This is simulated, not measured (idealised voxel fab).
Process module, titled voxel released beams
Xsec cut, 255 nm wide, square cell size 5 nm.
Each cross-section below is a grid of square cells, stated as bands in top-down order, with one or more rows of cells making up each band. Heads up on the band format: heights come first, top then bottom, in nm. After that it's the materials left to right, each with its width in nm. A single material flagged "throughout" fills the whole band edge to edge, and "air" means there's empty space there. Ref level 0: as-received wafer is one material below here. Bottom band extends down with no lower bound ("0 nm and below"). A width given as "30 to 40" starts at the first number in the band's top row and ends at the second number in its bottom row, shifting by an equal amount at every step from row to row. For the purposes of this document, the phrase "changes: none" attached to a step denotes that no cell within the cross-section was modified by that step. "Closed void list" specifies each empty space that is not open to the top and that occupies no fewer than 8 cells, using the form width x height at distance, the distance measured from the left edge and all three quantities in nm. Anything after a step's settings on that line? It's the simulator's own note about the step. "overlay nm" on a masked step: distance the mask lay right of its planned place, negative for left.
# Set out below are the planned steps of the process
1) RECEIVE: material Si
2) CONFORMAL_DEP: material SiN, thk nm 5
3) DIRECTIONAL_DEP: material SiO2, thk nm 15
4) DIRECTIONAL_DEP: material aC, thk nm 10
5) PATTERN: tone open, mask id ANCHOR, material resist, width nm 35, thk nm 30, overlay nm 0
6) DIRECTIONAL_ETCH: etch materials aC, depth nm 10
7) STRIP: etch materials resist
8) DIRECTIONAL_ETCH: etch materials SiO2, depth nm 15
9) STRIP: etch materials aC
10) CONFORMAL_DEP: material TiN, thk nm 15
11) DIRECTIONAL_DEP: material aC, thk nm 5
12) PATTERN: tone cover, mask id BEAM, material resist, width nm 80, thk nm 25, overlay nm 0
13) DIRECTIONAL_ETCH: etch materials aC, depth nm 10
14) STRIP: etch materials resist
15) DIRECTIONAL_ETCH: etch materials TiN, depth nm 15
16) STRIP: etch materials aC
17) STRIP: etch materials SiO2
The value of thk nm given for step 11 in the plan refers to the first wafer; the wafers vary in this setting and are alike at the start.
# Sectional view: first of several wafers, as received, after step 1
    0 nm and below | Si throughout
    Closed void list: none
# At the end of the module, after its last step, step 17, the first of several wafers appears in cross-section as follows
    35 nm to 20 nm | air (85) / TiN (20) / air (5) / TiN (55) / air (90)
    20 nm to 5 nm | air (90) / TiN (35) / air (130)
    5 nm to 0 nm | SiN throughout
    0 nm and below | Si throughout
    Closed void list: none
# Module end, final wafer: cross-section
    35 nm to 20 nm | TiN (105) / air (5) / TiN (145)
    20 nm to 5 nm | SiO2 (90) / TiN (35) / SiO2 (130)
    5 nm to 0 nm | SiN throughout
    0 nm and below | Si throughout
    Closed void list: none
# each wafer at the end: cells of each material gained (+) or lost (-) since it was received, then its closed voids
thk nm 5 | +51 SiN | +66 TiN | Closed void list: none
thk nm 10 | +51 SiN | +66 TiN | Closed void list: none
thk nm 15 | +51 SiN | +132 SiO2 | +171 TiN | Closed void list: none
thk nm 20 | +51 SiN | +132 SiO2 | +171 TiN | Closed void list: none
thk nm 25 | +51 SiN | +132 SiO2 | +171 TiN | Closed void list: none
